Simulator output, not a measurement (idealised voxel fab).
Presented below is a process module, voxel self aligned contacts.
Section cut is 295 nm wide and gridded with 5 nm square cells.
Bands, listed from the top down, are how a cross-section gets written in this document; the cross-section itself is a grid of square cells, and a band is one or more rows of them.
Read a band's entry like this: the first values are the height of its top and the height of its bottom in nm, and what follows is the sequence of materials from left to right, each with its width in nm. Note that "air" is empty space, and that a single material marked "all across" reaches across the band from edge to edge.
We count height from 0. Below that, the starting wafer is all one material. The lowest band never ends at the bottom but goes on down; see "0..down" for how that is written.
Graded width ("30->40"): value in top row of band = first number; value in bottom row = second number; row-to-row change constant.
"stayed the same" means the step left every cell of the cross-section as it was.
Listed in "Closed void listing": every empty space of 8 or more cells without an open way to the top. Form: width x height at distance, the distance being from the left edge, all in nm.
Where a step's line continues beyond its settings, the continuation is a remark by the simulator itself on that step.
"overlay nm" denotes, for a step that has a mask, the displacement of the mask to the right of its planned place, with negative values corresponding to the left.
Intended process steps:
1,RECEIVE,material Si
2,CONFORMAL_DEP,material SiO2,thk nm 5
3,DIRECTIONAL_DEP,material polySi,thk nm 30
4,DIRECTIONAL_DEP,material SiN,thk nm 25
5,MASKED_ETCH,tone cover,mask id GATE,width nm 30,pitch nm 75,etch materials SiN,depth nm 25,overlay nm 0
6,MASKED_ETCH,tone cover,mask id GATE,width nm 30,pitch nm 75,etch materials polySi,depth nm 30,overlay nm 0
7,CONFORMAL_DEP,material SiN,thk nm 10
8,DIRECTIONAL_ETCH,etch materials SiN,depth nm 10
9,FILL_DEP,material SiO2,thk nm 15
10,CMP,height nm 65
11,PATTERN,tone open,mask id CONTACT,material resist,width nm 55,pitch nm 75,thk nm 15,overlay nm 0
12,DIRECTIONAL_ETCH,etch materials SiO2,depth nm 65
13,STRIP,etch materials resist
14,CONFORMAL_DEP,material TiN,thk nm 5
15,FILL_DEP,material W,thk nm 10
16,CMP,height nm 65
17,CONFORMAL_DEP,material SiCN,thk nm 5
Incoming wafer in cross-section (state: after step 1):
	0..down | Si all across
	Closed void listing: none
Cross-sectional view of the first of the two wafers upon completion of the module, processed in accordance with the plan:
	70..65 | SiCN all across
	65..60 | SiO2 (80), TiN (20), W (15), TiN (20), SiO2 (20), TiN (20), W (15), TiN (20), SiO2 (85)
	60..35 | SiO2 (45), SiN (50), TiN (5), W (15), TiN (5), SiN (50), TiN (5), W (15), TiN (5), SiN (50), SiO2 (50)
	35..5 | SiO2 (45), SiN (10), polySi (30), SiN (10), TiN (5), W (15), TiN (5), SiN (10), polySi (30), SiN (10), TiN (5), W (15), TiN (5), SiN (10), polySi (30), SiN (10), SiO2 (50)
	5..0 | SiO2 (95), TiN (25), SiO2 (50), TiN (25), SiO2 (100)
	0..down | Si all across
	Closed void listing: none
Same start, same plan as the first wafer - but one mistake in the run. Cross-section of the second of the two at the end of the module:
	70..65 | SiCN all across
	65..45 | SiO2 (45), SiN (50), TiN (5), W (15), TiN (5), SiN (50), TiN (5), W (15), TiN (5), SiN (50), SiO2 (50)
	45..40 | SiO2 (45), SiN (50), TiN (25), SiN (50), TiN (25), SiN (50), SiO2 (50)
	40..35 | SiN all across
	35..5 | polySi all across
	5..0 | SiO2 all across
	0..down | Si all across
	Closed void listing: none
what went wrong: so step 4 ended up running with a different setting than we planned, it ran as DIRECTIONAL_DEP,material SiN,thk nm 30
The closing comparison, in cells, has the second wafer with more or fewer of some materials than the first: -13 SiN, -141 SiO2, -44 TiN, -48 W, +246 polySi
